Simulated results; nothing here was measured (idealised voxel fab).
Title: Process Module voxel transistor to metal
We display cut, a cross-section 175 nm in width whose square cells are each 5 nm.
Cross-section format: a grid of square cells, given as bands from top to bottom; each band is one or more rows of cells. Within each band entry, the heights of the top and of the bottom of the band appear first, in that order and in nm; the materials of the band then follow from left to right, each with its corresponding width in nm. The designation "full width" on a single material indicates that it fills the band from edge to edge; the designation "blank" indicates empty space. Heights are reckoned from 0. Under this level, the received wafer is all of one material. The bottommost band is open-ended downward, for example "0 nm and below". A two-number width, for instance "30->40", indicates that the width is equal to the first number in the top row of the band and to the second number in the bottom row, and that it changes by a constant amount per row of cells. Where the words "all unchanged" appear for a step, the cross-section shows no cell changed by that step; every cell remained as before. Closed-off voids of 8+ cells (no open route to the top) go in "Closed void register", written width x height at distance from the left edge, in nm. Text after the settings on a step's line: the simulator's own remark on that step. A step line may carry the setting "overlay nm", which, for steps involving a mask, states the distance by which the mask lay to the right of its intended position; negative values denote displacement to the left.
### Steps in the process plan
1: op RECEIVE | material Si
2: op CONFORMAL_DEP | material SiO2 | thk nm 5
3: op CONFORMAL_DEP | material SiN | thk nm 15
4: op PATTERN | tone cover | mask id ACTIVE | material resist | width nm 105 | thk nm 20 | overlay nm 0
5: op DIRECTIONAL_ETCH | etch materials SiN | depth nm 15
6: op DIRECTIONAL_ETCH | etch materials SiO2 | depth nm 5
7: op DIRECTIONAL_ETCH | etch materials Si | depth nm 25
8: op STRIP | etch materials resist
9: op FILL_DEP | material SiO2 | thk nm 15
10: op CMP | height nm 20
11: op SELECTIVE_ETCH | etch materials SiO2 | depth nm 5
12: op STRIP | etch materials SiN
13: op SELECTIVE_ETCH | etch materials SiO2 | depth nm 5
14: op OXIDIZE | depth nm 5
15: op DIRECTIONAL_DEP | material polySi | thk nm 20
16: op DIRECTIONAL_DEP | material SiCN | thk nm 10
17: op DIRECTIONAL_DEP | material aC | thk nm 15
18: op PATTERN | tone cover | mask id GATE | material resist | width nm 25 | thk nm 30 | overlay nm 0
19: op DIRECTIONAL_ETCH | etch materials aC | depth nm 15
20: op STRIP | etch materials resist
21: op DIRECTIONAL_ETCH | etch materials SiCN | depth nm 20
22: op DIRECTIONAL_ETCH | etch materials polySi | depth nm 30
23: op STRIP | etch materials aC
24: op CONFORMAL_DEP | material SiN | thk nm 5
25: op DIRECTIONAL_ETCH | etch materials SiN | depth nm 5
26: op DIRECTIONAL_ETCH | etch materials SiO2 | depth nm 5
27: op EPI | material SiGe | thk nm 5
28: op FILL_DEP | material SiO2 | thk nm 5
29: op CMP | height nm 20
30: op STRIP | etch materials polySi
31: op SELECTIVE_ETCH | etch materials SiO2 | depth nm 5
32: op CONFORMAL_DEP | material HfO2 | thk nm 5
33: op CONFORMAL_DEP | material TiN | thk nm 5
34: op FILL_DEP | material W | thk nm 5
35: op CMP | height nm 15
36: op DIRECTIONAL_DEP | material SiO2 | thk nm 10
37: op DIRECTIONAL_DEP | material aC | thk nm 15
38: op PATTERN | tone open | mask id CONTACT | material resist | width nm 20 | pitch nm 75 | thk nm 30 | overlay nm 0
39: op DIRECTIONAL_ETCH | etch materials aC | depth nm 15
40: op STRIP | etch materials resist
41: op DIRECTIONAL_ETCH | etch materials SiO2 | depth nm 25
42: op STRIP | etch materials aC
43: op CONFORMAL_DEP | material TiN | thk nm 5
44: op FILL_DEP | material W | thk nm 5
45: op CMP | height nm 25
46: op CONFORMAL_DEP | material SiCN | thk nm 5
47: op DIRECTIONAL_DEP | material lowk | thk nm 15
48: op PATTERN | tone open | mask id METAL_1 | material resist | width nm 20 | pitch nm 75 | thk nm 15 | overlay nm 0
49: op DIRECTIONAL_ETCH | etch materials lowk | depth nm 15
50: op DIRECTIONAL_ETCH | etch materials SiCN | depth nm 5
51: op STRIP | etch materials resist
52: op CONFORMAL_DEP | material TiN | thk nm 5
53: op FILL_DEP | material Ru | thk nm 10
54: op CMP | height nm 45
55: op CONFORMAL_DEP | material SiCN | thk nm 5
56: op DIRECTIONAL_DEP | material lowk | thk nm 25
57: op DIRECTIONAL_DEP | material aC | thk nm 10
58: op PATTERN | tone open | mask id METAL_2 | material resist | width nm 20 | pitch nm 75 | thk nm 25 | overlay nm 0
59: op DIRECTIONAL_ETCH | etch materials aC | depth nm 10
60: op STRIP | etch materials resist
61: op DIRECTIONAL_ETCH | etch materials lowk | depth nm 15
62: op STRIP | etch materials aC
63: op PATTERN | tone open | mask id METAL_2_HOLES | material resist | width nm 15 | pitch nm 75 | thk nm 20 | overlay nm 0
64: op DIRECTIONAL_ETCH | etch materials lowk | depth nm 10
65: op DIRECTIONAL_ETCH | etch materials SiCN | depth nm 5
66: op STRIP | etch materials resist
67: op CONFORMAL_DEP | material TiN | thk nm 5
68: op FILL_DEP | material Ru | thk nm 5
69: op CMP | height nm 75
70: op CONFORMAL_DEP | material SiCN | thk nm 5
### Wafer cross-section on receipt, i.e. after step 1
	0 nm and below: Si full width
	Closed void register: none
### One mistake in running the module, otherwise start and plan as above: cross-section at the end
	80 nm to 75 nm: SiCN full width
	75 nm to 65 nm: lowk=40  TiN=5  Ru=10  TiN=5  lowk=55  TiN=5  Ru=10  TiN=5  lowk=40
	65 nm to 60 nm: lowk=40  TiN=5  Ru=5  TiN=10  lowk=55  TiN=5  Ru=5  TiN=10  lowk=40
	60 nm to 50 nm: lowk=40  TiN=5  Ru=5  TiN=5  lowk=60  TiN=5  Ru=5  TiN=5  lowk=45
	50 nm to 45 nm: SiCN=40  TiN=15  SiCN=60  TiN=15  SiCN=45
	45 nm to 30 nm: lowk=40  TiN=5  Ru=10  TiN=5  lowk=55  TiN=5  Ru=10  TiN=5  lowk=40
	30 nm to 25 nm: SiCN=40  TiN=20  SiCN=55  TiN=20  SiCN=40
	25 nm to 15 nm: SiO2=40  TiN=5  W=10  TiN=5  SiO2=55  TiN=5  W=10  TiN=5  SiO2=40
	15 nm to 10 nm: SiO2=40  TiN=5  W=10  TiN=5  SiO2=10  SiN=5  HfO2=5  TiN=5  W=5  TiN=5  HfO2=5  SiN=5  SiO2=10  TiN=5  W=10  TiN=5  SiO2=40
	10 nm to 5 nm: SiO2=30  SiN=5  SiO2=5  TiN=5  W=10  TiN=5  SiO2=10  SiN=5  HfO2=5  TiN=5  W=5  TiN=5  HfO2=5  SiN=5  SiO2=10  TiN=5  W=10  TiN=5  SiO2=5  SiN=5  SiO2=30
	5 nm to 0 nm: SiO2=30  SiN=5  SiO2=5  TiN=20  SiO2=10  SiN=5  HfO2=5  TiN=15  HfO2=5  SiN=5  SiO2=10  TiN=20  SiO2=5  SiN=5  SiO2=30
	0 nm to -5 nm: SiO2=35  SiGe=35  HfO2=35  SiGe=35  SiO2=35
	-5 nm to -35 nm: SiO2=35  Si=105  SiO2=35
	-35 nm and below: Si full width
	Closed void register: none
What was done differently from what was planned? step 7 did not happen as planned, as run it was op DIRECTIONAL_ETCH | etch materials Si | depth nm 35
